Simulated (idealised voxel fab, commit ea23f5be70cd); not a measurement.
Process module, titled voxel ribs on slabs
The cross-section on display is named cut; it measures 140 nm wide, and its cells are 5 nm squares.
Square cells in a grid make up a cross-section in this document, and the grid is given as bands, listed from the top down, each one or more rows of cells.
The band entry comprises the height of the band's top followed by the height of its bottom, expressed in nm, and subsequently the band's materials from left to right, each stated together with its width in nm. Where a single material is marked with the word "full width", that material fills the band from edge to edge. The word "empty" represents empty space.
All heights in this document are referenced to 0, defined as the level beneath which the wafer, as received, consists entirely of one material. The lowest band is not bounded below; it extends indefinitely downward and is written in the form "top 0, no bottom".
Top row gets the first number, bottom row gets the second, and each row in between changes by the same step: that is how a band width like "30..40" works.
"remained the same" after a step means that no cell of the cross-section changed.
Reported under the label "Unvented internal voids" are the empty spaces having no open way to the top and comprising 8 cells or more; the notation for each is width x height at distance, in which the distance is measured from the left edge and all three values are in nm.
That trailing text on a step's line, after the settings, is the simulator's own remark on the step.
overlay nm: where the mask lay relative to plan, measured to the right, on steps with a mask; negatives go left.

**Set out below are the planned steps of the process**
1,RECEIVE, material Si
2,DIRECTIONAL_DEP, material SiO2, thk nm 30
3,DIRECTIONAL_DEP, material polySi, thk nm 15
4,DIRECTIONAL_DEP, material aC, thk nm 10
5,PATTERN, tone cover, mask id RIB, material resist, width nm 20, thk nm 30, overlay nm 0
6,DIRECTIONAL_ETCH, etch materials aC, depth nm 10
7,STRIP, etch materials resist
8,DIRECTIONAL_ETCH, etch materials polySi, depth nm 5
9,STRIP, etch materials aC
10,MASKED_ETCH, tone cover, mask id SLAB, width nm 60, etch materials polySi, depth nm 10, overlay nm 0
11,FILL_DEP, material SiO2, thk nm 25
12,CMP, height nm 65
13,DIRECTIONAL_DEP, material TiN, thk nm 5
14,DIRECTIONAL_DEP, material aC, thk nm 15
15,PATTERN, tone cover, mask id HEATER, material resist, width nm 30, thk nm 30, overlay nm -15
16,DIRECTIONAL_ETCH, etch materials aC, depth nm 15
17,STRIP, etch materials resist
18,DIRECTIONAL_ETCH, etch materials TiN, depth nm 5
19,STRIP, etch materials aC
20,CONFORMAL_DEP, material SiO2, thk nm 5
Split variable: overlay nm, step 15. Plan value = first wafer. Wafers start alike.

**First of several wafers, received after step 1, in cross-section**
    top 0, no bottom: Si full width
    Unvented internal voids: none

**Module end state after final step 20: cross-section of the first of several wafers**
    top 75, bottom 70: empty 35 nm | SiO2 40 nm | empty 65 nm
    top 70, bottom 65: SiO2 40 nm | TiN 30 nm | SiO2 70 nm
    top 65, bottom 45: SiO2 full width
    top 45, bottom 40: SiO2 60 nm | polySi 20 nm | SiO2 60 nm
    top 40, bottom 30: SiO2 40 nm | polySi 60 nm | SiO2 40 nm
    top 30, bottom 0: SiO2 full width
    top 0, no bottom: Si full width
    Unvented internal voids: none

**Last wafer of the set, cross-sectioned at end of module**
    top 75, bottom 70: empty 65 nm | SiO2 40 nm | empty 35 nm
    top 70, bottom 65: SiO2 70 nm | TiN 30 nm | SiO2 40 nm
    top 65, bottom 45: SiO2 full width
    top 45, bottom 40: SiO2 60 nm | polySi 20 nm | SiO2 60 nm
    top 40, bottom 30: SiO2 40 nm | polySi 60 nm | SiO2 40 nm
    top 30, bottom 0: SiO2 full width
    top 0, no bottom: Si full width
    Unvented internal voids: none

**So in this table every wafer gets its own row, and what you see is where it stands at the end of the module: for each material, how many cells it picked up (+) or gave up (-) since we received it, and after that its closed voids**
overlay nm -15; +366 SiO2; +6 TiN; +28 polySi; Unvented internal voids: none
overlay nm -10; +366 SiO2; +6 TiN; +28 polySi; Unvented internal voids: none
overlay nm -5; +366 SiO2; +6 TiN; +28 polySi; Unvented internal voids: none
overlay nm 0; +366 SiO2; +6 TiN; +28 polySi; Unvented internal voids: none
overlay nm 5; +366 SiO2; +6 TiN; +28 polySi; Unvented internal voids: none
overlay nm 10; +366 SiO2; +6 TiN; +28 polySi; Unvented internal voids: none
overlay nm 15; +366 SiO2; +6 TiN; +28 polySi; Unvented internal voids: none
